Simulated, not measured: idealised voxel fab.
Documented hereafter: the process module known as voxel tone inversion.
Cross-section cut: width 140 nm, square cells of 5 nm.
This document writes a cross-section as a grid whose cells are square, and gives it as bands, listed from the top down; one or more rows of cells form a band. A band entry consists of two parts. The first gives the height of the band's top and the height of its bottom, in nm. The rest lists the band's materials from left to right, each with its width in nm. A single material labelled with the word "all across" fills the band from edge to edge, and the word "empty" marks empty space. It should be noted that heights are counted from 0, beneath which the wafer as supplied is of one material throughout, and that the lowest band possesses no lower boundary but continues downward, as written in "0 nm and below". Top row gets the first number, bottom row gets the second, and each row in between changes by the same step: that is how a band width like "30->40" works. Given "identical to before" for a step, no cell of the cross-section differs between before and after that step. The label "Fully closed voids" introduces a list of the empty spaces, 8 cells or larger, that have no open way up to the top; each entry in it reads width x height at distance, where the distance is taken from the left edge and all three are stated in nm. If you see something after the settings on a step's line, that's the simulator's own remark about that step. overlay nm: for a step with a mask, the amount by which the mask lay right of where it was planned; a negative amount means left of it.

The planned process steps are enumerated hereunder:
- 1: RECEIVE with material Si
- 2: CONFORMAL_DEP with material SiCN, thk nm 10
- 3: DIRECTIONAL_DEP with material aC, thk nm 20
- 4: PATTERN with tone cover, mask id POSTS, material resist, width nm 15, pitch nm 45, thk nm 30, overlay nm 0
- 5: DIRECTIONAL_ETCH with etch materials aC, depth nm 20
- 6: STRIP with etch materials resist
- 7: FILL_DEP with material lowk, thk nm 5
- 8: CMP with height nm 30
- 9: STRIP with etch materials aC

The first of the two wafers, which ran as planned:

Incoming wafer in cross-section (state: after step 1):
	0 nm and below = Si all across
	Fully closed voids: none

The wafer, seen in cross-section, after step 2:
	10 nm to 0 nm = SiCN all across
	Unchanged below 0.

The wafer, seen in cross-section, after step 3:
	30 nm to 10 nm = aC all across
	Unchanged below 10.

The wafer, seen in cross-section, after step 4:
	60 nm to 30 nm = 40 empty | 15 resist | 30 empty | 15 resist | 40 empty
	Unchanged below 30.

The wafer, seen in cross-section, after step 5:
	40 nm to 30 nm = 40 empty | 15 resist | 30 empty | 15 resist | 40 empty
	30 nm to 10 nm = 40 empty | 15 aC | 30 empty | 15 aC | 40 empty
	Unchanged below 10.

The wafer, seen in cross-section, after step 6:
	30 nm to 10 nm = 40 empty | 15 aC | 30 empty | 15 aC | 40 empty
	Unchanged below 10.

The wafer, seen in cross-section, after step 7:
	35 nm to 30 nm = lowk all across
	30 nm to 10 nm = 40 lowk | 15 aC | 30 lowk | 15 aC | 40 lowk
	Unchanged below 10.

The wafer, seen in cross-section, after step 8:
	30 nm to 10 nm = 40 lowk | 15 aC | 30 lowk | 15 aC | 40 lowk
	Unchanged below 10.

The wafer, seen in cross-section, after step 9:
	30 nm to 10 nm = 40 lowk | 15 empty | 30 lowk | 15 empty | 40 lowk
	Unchanged below 10.

Wafer two. Same start, same plan, one slip in execution. Same as wafer one through step 3, inclusive:

Second wafer, section view, time point: scheduled end of step 4:
	60 nm to 30 nm = 40 resist | 15 empty | 30 resist | 15 empty | 40 resist
	Unchanged below 30.

Second wafer, section view, time point: scheduled end of step 5:
	40 nm to 30 nm = 40 resist | 15 empty | 30 resist | 15 empty | 40 resist
	30 nm to 10 nm = 40 aC | 15 empty | 30 aC | 15 empty | 40 aC
	Unchanged below 10.

Second wafer, section view, time point: scheduled end of step 6:
	30 nm to 10 nm = 40 aC | 15 empty | 30 aC | 15 empty | 40 aC
	Unchanged below 10.

Second wafer, section view, time point: scheduled end of step 7:
	35 nm to 30 nm = lowk all across
	30 nm to 10 nm = 40 aC | 15 lowk | 30 aC | 15 lowk | 40 aC
	Unchanged below 10.

Second wafer, section view, time point: scheduled end of step 8:
	30 nm to 10 nm = 40 aC | 15 lowk | 30 aC | 15 lowk | 40 aC
	Unchanged below 10.

Second wafer, section view, time point: scheduled end of step 9:
	30 nm to 10 nm = 40 empty | 15 lowk | 30 empty | 15 lowk | 40 empty
	Unchanged below 10.
Which mistake was made when the wafer was run? in deviation from the planned setting, step 4 was conducted as PATTERN with tone open, mask id POSTS, material resist, width nm 15, pitch nm 45, thk nm 30, overlay nm 0
Looking at both finished wafers in cells, the second ends up ahead of or behind the first on some materials: 64 fewer of lowk
